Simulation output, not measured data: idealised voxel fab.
process module | voxel wiring stack
cross-section cut | 155 nm wide | cells 5 nm
A cross-section is a grid of square cells, given in bands from the top down. A band is one or more rows of cells.
Each band's line starts with the height of the band's top and of its bottom, in nm. Then come its materials from left to right, each with its width in nm. One material with "throughout" fills the band from edge to edge. "air" is empty space.
Height 0 is the level under which the wafer as received is all one material. The lowest band goes on downwards, as in "0 down".
A width such as "30 to 40" changes by the same amount from each row of cells to the next, from the band's top row to its bottom row.
"no change" after a step means that no cell of the cross-section changed.
closed voids: empty space of 8 cells or more with no open way to the top, each as width x height at its distance from the left edge, in nm
after a step's settings: what the simulator itself notes on the step
overlay nm, on a step with a mask: how far to the right of its planned place the mask lay; to the left if negative
plan
1 op RECEIVE | material Si
2 op CONFORMAL_DEP | material SiO2 | thk nm 15
3 op DIRECTIONAL_DEP | material TiN | thk nm 5
4 op DIRECTIONAL_DEP | material W | thk nm 20
5 op PATTERN | tone cover | mask id METAL_1 | material resist | width nm 20 | pitch nm 50 | thk nm 20 | overlay nm 0
6 op DIRECTIONAL_ETCH | etch materials W | depth nm 20
7 op DIRECTIONAL_ETCH | etch materials TiN | depth nm 5
8 op STRIP | etch materials resist
9 op CONFORMAL_DEP | material SiCN | thk nm 5
10 op FILL_DEP | material lowk | thk nm 10
11 op CMP | height nm 40
12 op CONFORMAL_DEP | material SiCN | thk nm 5
13 op DIRECTIONAL_DEP | material SiO2 | thk nm 35
14 op DIRECTIONAL_DEP | material aC | thk nm 10
15 op PATTERN | tone open | mask id METAL_2 | material resist | width nm 20 | pitch nm 50 | thk nm 25 | overlay nm 0
16 op DIRECTIONAL_ETCH | etch materials aC | depth nm 10
17 op STRIP | etch materials resist
18 op DIRECTIONAL_ETCH | etch materials SiO2 | depth nm 20
19 op STRIP | etch materials aC
20 op PATTERN | tone open | mask id METAL_2_HOLES | material resist | width nm 15 | thk nm 20 | overlay nm 0
21 op DIRECTIONAL_ETCH | etch materials SiO2 | depth nm 15
22 op DIRECTIONAL_ETCH | etch materials SiCN | depth nm 5
23 op STRIP | etch materials resist
24 op CONFORMAL_DEP | material TiN | thk nm 5
25 op FILL_DEP | material Cu | thk nm 10
26 op CMP | height nm 80
27 op CONFORMAL_DEP | material SiN | thk nm 5
as received, after step 1
  0 down: Si throughout
  closed voids: none
first wafer at the end, as planned
  85 to 80: SiN throughout
  80 to 65: SiO2 40 | TiN 5 | Cu 10 | TiN 5 | SiO2 30 | TiN 5 | Cu 10 | TiN 5 | SiO2 45
  65 to 60: SiO2 40 | TiN 5 | Cu 5 | TiN 10 | SiO2 30 | TiN 20 | SiO2 45
  60 to 45: SiO2 40 | TiN 5 | Cu 5 | TiN 5 | SiO2 100
  45 to 40: SiCN 40 | TiN 15 | SiCN 100
  40 to 20: lowk 35 | SiCN 5 | W 20 | SiCN 5 | lowk 20 | SiCN 5 | W 20 | SiCN 5 | lowk 40
  20 to 15: SiCN 40 | TiN 20 | SiCN 30 | TiN 20 | SiCN 45
  15 to 0: SiO2 throughout
  0 down: Si throughout
  closed voids: none
second wafer at the end: like start, like plan, one mistake
  85 to 80: SiN throughout
  80 to 55: SiO2 40 | TiN 5 | Cu 10 | TiN 5 | SiO2 30 | TiN 5 | Cu 10 | TiN 5 | SiO2 45
  55 to 50: SiO2 40 | TiN 5 | Cu 5 | TiN 10 | SiO2 30 | TiN 20 | SiO2 45
  50 to 45: SiO2 40 | TiN 5 | Cu 5 | TiN 5 | SiO2 100
  45 to 40: SiCN 40 | TiN 15 | SiCN 100
  40 to 20: lowk 35 | SiCN 5 | W 20 | SiCN 5 | lowk 20 | SiCN 5 | W 20 | SiCN 5 | lowk 40
  20 to 15: SiCN 40 | TiN 20 | SiCN 30 | TiN 20 | SiCN 45
  15 to 0: SiO2 throughout
  0 down: Si throughout
  closed voids: none
what went wrong: step 18 ran as: op DIRECTIONAL_ETCH | etch materials SiO2 | depth nm 30
at the end the second wafer has, in cells: 6 more of Cu | 10 fewer of SiO2 | 4 more of TiN
